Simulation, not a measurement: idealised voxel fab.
Name of the process module below: voxel gate over fins
Displayed cross-section: cut, width of 255 nm, square cells sized 5 nm.
Cross-sections here: square-cell grids, written as top-down lists of bands, a band being one or more rows of cells.
Each band's line starts with the height of the band's top and of its bottom, in nm. Then come its materials from left to right, each with its width in nm. One material with "full width" fills the band from edge to edge. "blank" is empty space.
Basically, 0 is our baseline, since under it the wafer straight out of the box is all one material. The bottom band has no lower end and keeps on going down, so it looks like "0 nm and below".
A two-number width, for instance "30..40", indicates that the width is equal to the first number in the top row of the band and to the second number in the bottom row, and that it changes by a constant amount per row of cells.
The cross-section has no changed cell in any step marked "remained the same".
Reported under the label "Cavities, sealed" are the empty spaces having no open way to the top and comprising 8 cells or more; the notation for each is width x height at distance, in which the distance is measured from the left edge and all three values are in nm.
Text after the settings on a step's line: the simulator's own remark on that step.
overlay nm: on a step with a mask, how far right of its planned place the mask lay; negative means left.
PROCESS STEPS FORESEEN IN THE PLAN
| 1 | RECEIVE [material Si] |
| 2 | CONFORMAL_DEP [material SiN] [thk nm 10] |
| 3 | MASKED_ETCH [tone cover] [mask id FINS] [width nm 15] [pitch nm 60] [etch materials SiN] [depth nm 10] [overlay nm 0] |
| 4 | MASKED_ETCH [tone cover] [mask id FINS] [width nm 15] [pitch nm 60] [etch materials Si] [depth nm 35] [overlay nm 0] |
| 5 | OXIDIZE [depth nm 5] |
| 6 | FILL_DEP [material SiO2] [thk nm 10] |
| 7 | CMP [height nm 10] |
| 8 | PATTERN [tone open] [mask id RAIL] [material resist] [width nm 15] [thk nm 20] [overlay nm 0] |
| 9 | DIRECTIONAL_ETCH [etch materials SiO2] [depth nm 40] |
| 10 | STRIP [etch materials resist] |
| 11 | CONFORMAL_DEP [material TiN] [thk nm 5] |
| 12 | FILL_DEP [material Ru] [thk nm 5] |
| 13 | CMP [height nm 10] |
| 14 | SELECTIVE_ETCH [etch materials W Ru TiN] [depth nm 30] |
| 15 | FILL_DEP [material SiO2] [thk nm 5] |
| 16 | CMP [height nm 10] |
| 17 | SELECTIVE_ETCH [etch materials SiO2] [depth nm 25] |
| 18 | STRIP [etch materials SiN] |
| 19 | CONFORMAL_DEP [material HfO2] [thk nm 5] |
| 20 | CONFORMAL_DEP [material TiN] [thk nm 5] |
| 21 | FILL_DEP [material W] [thk nm 15] |
| 22 | CMP [height nm 20] |
| 23 | CONFORMAL_DEP [material SiCN] [thk nm 10] |
THE FOLLOWING PERTAINS TO THE FIRST OF TWO WAFERS, WHICH WAS PROCESSED AS PLANNED
WAFER AT RECEIPT (POST STEP 1), CROSS-SECTION
    0 nm and below: Si full width
    Cavities, sealed: none
WAFER XSEC, POST STEP 2
    10 nm to 0 nm: SiN full width
    Below 0, no change.
WAFER XSEC, POST STEP 3
    10 nm to 0 nm: blank: 60 | SiN: 15 | blank: 45 | SiN: 15 | blank: 45 | SiN: 15 | blank: 60
    Below 0, no change.
WAFER XSEC, POST STEP 4
    10 nm to 0 nm: blank: 60 | SiN: 15 | blank: 45 | SiN: 15 | blank: 45 | SiN: 15 | blank: 60
    0 nm to -35 nm: blank: 60 | Si: 15 | blank: 45 | Si: 15 | blank: 45 | Si: 15 | blank: 60
    Below -35, no change.
WAFER XSEC, POST STEP 5
    10 nm to 0 nm: blank: 60 | SiN: 15 | blank: 45 | SiN: 15 | blank: 45 | SiN: 15 | blank: 60
    0 nm to -35 nm: blank: 60 | SiO2: 5 | Si: 5 | SiO2: 5 | blank: 45 | SiO2: 5 | Si: 5 | SiO2: 5 | blank: 45 | SiO2: 5 | Si: 5 | SiO2: 5 | blank: 60
    -35 nm to -40 nm: SiO2: 65 | Si: 5 | SiO2: 55 | Si: 5 | SiO2: 55 | Si: 5 | SiO2: 65
    Below -40, no change.
WAFER XSEC, POST STEP 6
    20 nm to 10 nm: SiO2 full width
    10 nm to 0 nm: SiO2: 60 | SiN: 15 | SiO2: 45 | SiN: 15 | SiO2: 45 | SiN: 15 | SiO2: 60
    0 nm to -40 nm: SiO2: 65 | Si: 5 | SiO2: 55 | Si: 5 | SiO2: 55 | Si: 5 | SiO2: 65
    Below -40, no change.
WAFER XSEC, POST STEP 7
    10 nm to 0 nm: SiO2: 60 | SiN: 15 | SiO2: 45 | SiN: 15 | SiO2: 45 | SiN: 15 | SiO2: 60
    Below 0, no change.
WAFER XSEC, POST STEP 8
    30 nm to 10 nm: resist: 90 | blank: 15 | resist: 150
    Below 10, no change.
WAFER XSEC, POST STEP 9
    30 nm to 10 nm: resist: 90 | blank: 15 | resist: 150
    10 nm to 0 nm: SiO2: 60 | SiN: 15 | SiO2: 15 | blank: 15 | SiO2: 15 | SiN: 15 | SiO2: 45 | SiN: 15 | SiO2: 60
    0 nm to -30 nm: SiO2: 65 | Si: 5 | SiO2: 20 | blank: 15 | SiO2: 20 | Si: 5 | SiO2: 55 | Si: 5 | SiO2: 65
    Below -30, no change.
WAFER XSEC, POST STEP 10
    10 nm to 0 nm: SiO2: 60 | SiN: 15 | SiO2: 15 | blank: 15 | SiO2: 15 | SiN: 15 | SiO2: 45 | SiN: 15 | SiO2: 60
    Below 0, no change.
WAFER XSEC, POST STEP 11
    15 nm to 10 nm: TiN: 95 | blank: 5 | TiN: 155
    10 nm to 0 nm: SiO2: 60 | SiN: 15 | SiO2: 15 | TiN: 5 | blank: 5 | TiN: 5 | SiO2: 15 | SiN: 15 | SiO2: 45 | SiN: 15 | SiO2: 60
    0 nm to -25 nm: SiO2: 65 | Si: 5 | SiO2: 20 | TiN: 5 | blank: 5 | TiN: 5 | SiO2: 20 | Si: 5 | SiO2: 55 | Si: 5 | SiO2: 65
    -25 nm to -30 nm: SiO2: 65 | Si: 5 | SiO2: 20 | TiN: 15 | SiO2: 20 | Si: 5 | SiO2: 55 | Si: 5 | SiO2: 65
    Below -30, no change.
WAFER XSEC, POST STEP 12
    20 nm to 15 nm: Ru full width
    15 nm to 10 nm: TiN: 95 | Ru: 5 | TiN: 155
    10 nm to 0 nm: SiO2: 60 | SiN: 15 | SiO2: 15 | TiN: 5 | Ru: 5 | TiN: 5 | SiO2: 15 | SiN: 15 | SiO2: 45 | SiN: 15 | SiO2: 60
    0 nm to -25 nm: SiO2: 65 | Si: 5 | SiO2: 20 | TiN: 5 | Ru: 5 | TiN: 5 | SiO2: 20 | Si: 5 | SiO2: 55 | Si: 5 | SiO2: 65
    Below -25, no change.
WAFER XSEC, POST STEP 13
    10 nm to 0 nm: SiO2: 60 | SiN: 15 | SiO2: 15 | TiN: 5 | Ru: 5 | TiN: 5 | SiO2: 15 | SiN: 15 | SiO2: 45 | SiN: 15 | SiO2: 60
    Below 0, no change.
WAFER XSEC, POST STEP 14
    10 nm to 0 nm: SiO2: 60 | SiN: 15 | SiO2: 15 | blank: 15 | SiO2: 15 | SiN: 15 | SiO2: 45 | SiN: 15 | SiO2: 60
    0 nm to -20 nm: SiO2: 65 | Si: 5 | SiO2: 20 | blank: 15 | SiO2: 20 | Si: 5 | SiO2: 55 | Si: 5 | SiO2: 65
    Below -20, no change.
WAFER XSEC, POST STEP 15
    15 nm to 10 nm: SiO2 full width
    10 nm to 0 nm: SiO2: 60 | SiN: 15 | SiO2: 45 | SiN: 15 | SiO2: 45 | SiN: 15 | SiO2: 60
    0 nm to -20 nm: SiO2: 65 | Si: 5 | SiO2: 55 | Si: 5 | SiO2: 55 | Si: 5 | SiO2: 65
    Below -20, no change.
WAFER XSEC, POST STEP 16
    10 nm to 0 nm: SiO2: 60 | SiN: 15 | SiO2: 45 | SiN: 15 | SiO2: 45 | SiN: 15 | SiO2: 60
    Below 0, no change.
WAFER XSEC, POST STEP 17
    10 nm to 0 nm: blank: 60 | SiN: 15 | blank: 45 | SiN: 15 | blank: 45 | SiN: 15 | blank: 60
    0 nm to -15 nm: blank: 65 | Si: 5 | blank: 55 | Si: 5 | blank: 55 | Si: 5 | blank: 65
    Below -15, no change.
WAFER XSEC, POST STEP 18
    0 nm to -15 nm: blank: 65 | Si: 5 | blank: 55 | Si: 5 | blank: 55 | Si: 5 | blank: 65
    Below -15, no change.
WAFER XSEC, POST STEP 19
    5 nm to 0 nm: blank: 60 | HfO2: 15 | blank: 45 | HfO2: 15 | blank: 45 | HfO2: 15 | blank: 60
    0 nm to -10 nm: blank: 60 | HfO2: 5 | Si: 5 | HfO2: 5 | blank: 45 | HfO2: 5 | Si: 5 | HfO2: 5 | blank: 45 | HfO2: 5 | Si: 5 | HfO2: 5 | blank: 60
    -10 nm to -15 nm: HfO2: 65 | Si: 5 | HfO2: 55 | Si: 5 | HfO2: 55 | Si: 5 | HfO2: 65
    Below -15, no change.
WAFER XSEC, POST STEP 20
    10 nm to 5 nm: blank: 55 | TiN: 25 | blank: 35 | TiN: 25 | blank: 35 | TiN: 25 | blank: 55
    5 nm to 0 nm: blank: 55 | TiN: 5 | HfO2: 15 | TiN: 5 | blank: 35 | TiN: 5 | HfO2: 15 | TiN: 5 | blank: 35 | TiN: 5 | HfO2: 15 | TiN: 5 | blank: 55
    0 nm to -5 nm: blank: 55 | TiN: 5 | HfO2: 5 | Si: 5 | HfO2: 5 | TiN: 5 | blank: 35 | TiN: 5 | HfO2: 5 | Si: 5 | HfO2: 5 | TiN: 5 | blank: 35 | TiN: 5 | HfO2: 5 | Si: 5 | HfO2: 5 | TiN: 5 | blank: 55
    -5 nm to -10 nm: TiN: 60 | HfO2: 5 | Si: 5 | HfO2: 5 | TiN: 45 | HfO2: 5 | Si: 5 | HfO2: 5 | TiN: 45 | HfO2: 5 | Si: 5 | HfO2: 5 | TiN: 60
    Below -10, no change.
WAFER XSEC, POST STEP 21
    25 nm to 10 nm: W full width
    10 nm to 5 nm: W: 55 | TiN: 25 | W: 35 | TiN: 25 | W: 35 | TiN: 25 | W: 55
    5 nm to 0 nm: W: 55 | TiN: 5 | HfO2: 15 | TiN: 5 | W: 35 | TiN: 5 | HfO2: 15 | TiN: 5 | W: 35 | TiN: 5 | HfO2: 15 | TiN: 5 | W: 55
    0 nm to -5 nm: W: 55 | TiN: 5 | HfO2: 5 | Si: 5 | HfO2: 5 | TiN: 5 | W: 35 | TiN: 5 | HfO2: 5 | Si: 5 | HfO2: 5 | TiN: 5 | W: 35 | TiN: 5 | HfO2: 5 | Si: 5 | HfO2: 5 | TiN: 5 | W: 55
    Below -5, no change.
WAFER XSEC, POST STEP 22
    20 nm to 10 nm: W full width
    Below 10, no change.
WAFER XSEC, POST STEP 23
    30 nm to 20 nm: SiCN full width
    Below 20, no change.
OKAY, SECOND WAFER. NOTHING DIFFERENT AT THE START, NOTHING DIFFERENT IN THE PLAN, JUST ONE MISTAKE SOMEWHERE IN THE RUNNING. AS FAR AS STEP 11, COUNTING THAT STEP, IT'S THE FIRST WAFER ALL OVER AGAIN
SECOND WAFER, CUT VIEW, END OF STEP 12 PER PLAN
    20 nm to 15 nm: HfO2 full width
    15 nm to 10 nm: TiN: 95 | HfO2: 5 | TiN: 155
    10 nm to 0 nm: SiO2: 60 | SiN: 15 | SiO2: 15 | TiN: 5 | HfO2: 5 | TiN: 5 | SiO2: 15 | SiN: 15 | SiO2: 45 | SiN: 15 | SiO2: 60
    0 nm to -25 nm: SiO2: 65 | Si: 5 | SiO2: 20 | TiN: 5 | HfO2: 5 | TiN: 5 | SiO2: 20 | Si: 5 | SiO2: 55 | Si: 5 | SiO2: 65
    Below -25, no change.
SECOND WAFER, CUT VIEW, END OF STEP 13 PER PLAN
    10 nm to 0 nm: SiO2: 60 | SiN: 15 | SiO2: 15 | TiN: 5 | HfO2: 5 | TiN: 5 | SiO2: 15 | SiN: 15 | SiO2: 45 | SiN: 15 | SiO2: 60
    Below 0, no change.
SECOND WAFER, CUT VIEW, END OF STEP 14 PER PLAN
    10 nm to 0 nm: SiO2: 60 | SiN: 15 | SiO2: 15 | blank: 5 | HfO2: 5 | blank: 5 | SiO2: 15 | SiN: 15 | SiO2: 45 | SiN: 15 | SiO2: 60
    0 nm to -20 nm: SiO2: 65 | Si: 5 | SiO2: 20 | blank: 5 | HfO2: 5 | blank: 5 | SiO2: 20 | Si: 5 | SiO2: 55 | Si: 5 | SiO2: 65
    Below -20, no change.
SECOND WAFER, CUT VIEW, END OF STEP 15 PER PLAN
    15 nm to 10 nm: SiO2 full width
    10 nm to 0 nm: SiO2: 60 | SiN: 15 | SiO2: 20 | HfO2: 5 | SiO2: 20 | SiN: 15 | SiO2: 45 | SiN: 15 | SiO2: 60
    0 nm to -20 nm: SiO2: 65 | Si: 5 | SiO2: 25 | HfO2: 5 | SiO2: 25 | Si: 5 | SiO2: 55 | Si: 5 | SiO2: 65
    Below -20, no change.
SECOND WAFER, CUT VIEW, END OF STEP 16 PER PLAN
    10 nm to 0 nm: SiO2: 60 | SiN: 15 | SiO2: 20 | HfO2: 5 | SiO2: 20 | SiN: 15 | SiO2: 45 | SiN: 15 | SiO2: 60
    Below 0, no change.
SECOND WAFER, CUT VIEW, END OF STEP 17 PER PLAN
    10 nm to 0 nm: blank: 60 | SiN: 15 | blank: 20 | HfO2: 5 | blank: 20 | SiN: 15 | blank: 45 | SiN: 15 | blank: 60
    0 nm to -15 nm: blank: 65 | Si: 5 | blank: 25 | HfO2: 5 | blank: 25 | Si: 5 | blank: 55 | Si: 5 | blank: 65
    Below -15, no change.
SECOND WAFER, CUT VIEW, END OF STEP 18 PER PLAN
    10 nm to 0 nm: blank: 95 | HfO2: 5 | blank: 155
    Below 0, no change.
SECOND WAFER, CUT VIEW, END OF STEP 19 PER PLAN
    15 nm to 5 nm: blank: 90 | HfO2: 15 | blank: 150
    5 nm to 0 nm: blank: 60 | HfO2: 15 | blank: 15 | HfO2: 15 | blank: 15 | HfO2: 15 | blank: 45 | HfO2: 15 | blank: 60
    0 nm to -10 nm: blank: 60 | HfO2: 5 | Si: 5 | HfO2: 5 | blank: 15 | HfO2: 15 | blank: 15 | HfO2: 5 | Si: 5 | HfO2: 5 | blank: 45 | HfO2: 5 | Si: 5 | HfO2: 5 | blank: 60
    -10 nm to -15 nm: HfO2: 65 | Si: 5 | HfO2: 55 | Si: 5 | HfO2: 55 | Si: 5 | HfO2: 65
    Below -15, no change.
SECOND WAFER, CUT VIEW, END OF STEP 20 PER PLAN
    20 nm to 15 nm: blank: 85 | TiN: 25 | blank: 145
    15 nm to 10 nm: blank: 85 | TiN: 5 | HfO2: 15 | TiN: 5 | blank: 145
    10 nm to 5 nm: blank: 55 | TiN: 25 | blank: 5 | TiN: 5 | HfO2: 15 | TiN: 5 | blank: 5 | TiN: 25 | blank: 35 | TiN: 25 | blank: 55
    5 nm to 0 nm: blank: 55 | TiN: 5 | HfO2: 15 | TiN: 5 | blank: 5 | TiN: 5 | HfO2: 15 | TiN: 5 | blank: 5 | TiN: 5 | HfO2: 15 | TiN: 5 | blank: 35 | TiN: 5 | HfO2: 15 | TiN: 5 | blank: 55
    0 nm to -5 nm: blank: 55 | TiN: 5 | HfO2: 5 | Si: 5 | HfO2: 5 | TiN: 5 | blank: 5 | TiN: 5 | HfO2: 15 | TiN: 5 | blank: 5 | TiN: 5 | HfO2: 5 | Si: 5 | HfO2: 5 | TiN: 5 | blank: 35 | TiN: 5 | HfO2: 5 | Si: 5 | HfO2: 5 | TiN: 5 | blank: 55
    -5 nm to -10 nm: TiN: 60 | HfO2: 5 | Si: 5 | HfO2: 5 | TiN: 15 | HfO2: 15 | TiN: 15 | HfO2: 5 | Si: 5 | HfO2: 5 | TiN: 45 | HfO2: 5 | Si: 5 | HfO2: 5 | TiN: 60
    Below -10, no change.
SECOND WAFER, CUT VIEW, END OF STEP 21 PER PLAN
    35 nm to 20 nm: W full width
    20 nm to 15 nm: W: 85 | TiN: 25 | W: 145
    15 nm to 10 nm: W: 85 | TiN: 5 | HfO2: 15 | TiN: 5 | W: 145
    10 nm to 5 nm: W: 55 | TiN: 25 | W: 5 | TiN: 5 | HfO2: 15 | TiN: 5 | W: 5 | TiN: 25 | W: 35 | TiN: 25 | W: 55
    5 nm to 0 nm: W: 55 | TiN: 5 | HfO2: 15 | TiN: 5 | W: 5 | TiN: 5 | HfO2: 15 | TiN: 5 | W: 5 | TiN: 5 | HfO2: 15 | TiN: 5 | W: 35 | TiN: 5 | HfO2: 15 | TiN: 5 | W: 55
    0 nm to -5 nm: W: 55 | TiN: 5 | HfO2: 5 | Si: 5 | HfO2: 5 | TiN: 5 | W: 5 | TiN: 5 | HfO2: 15 | TiN: 5 | W: 5 | TiN: 5 | HfO2: 5 | Si: 5 | HfO2: 5 | TiN: 5 | W: 35 | TiN: 5 | HfO2: 5 | Si: 5 | HfO2: 5 | TiN: 5 | W: 55
    Below -5, no change.
SECOND WAFER, CUT VIEW, END OF STEP 22 PER PLAN
    20 nm to 15 nm: W: 85 | TiN: 25 | W: 145
    Below 15, no change.
SECOND WAFER, CUT VIEW, END OF STEP 23 PER PLAN
    30 nm to 20 nm: SiCN full width
    Below 20, no change.
What broke from the plan during processing? step 12 changed vs plan, executed as FILL_DEP [material HfO2] [thk nm 5]
Final comparison by cell count, materials where the second wafer has more or fewer than the first: HfO2: 17 more, Ru: 1 fewer, SiO2: 1 fewer, TiN: 10 more, W: 25 fewer
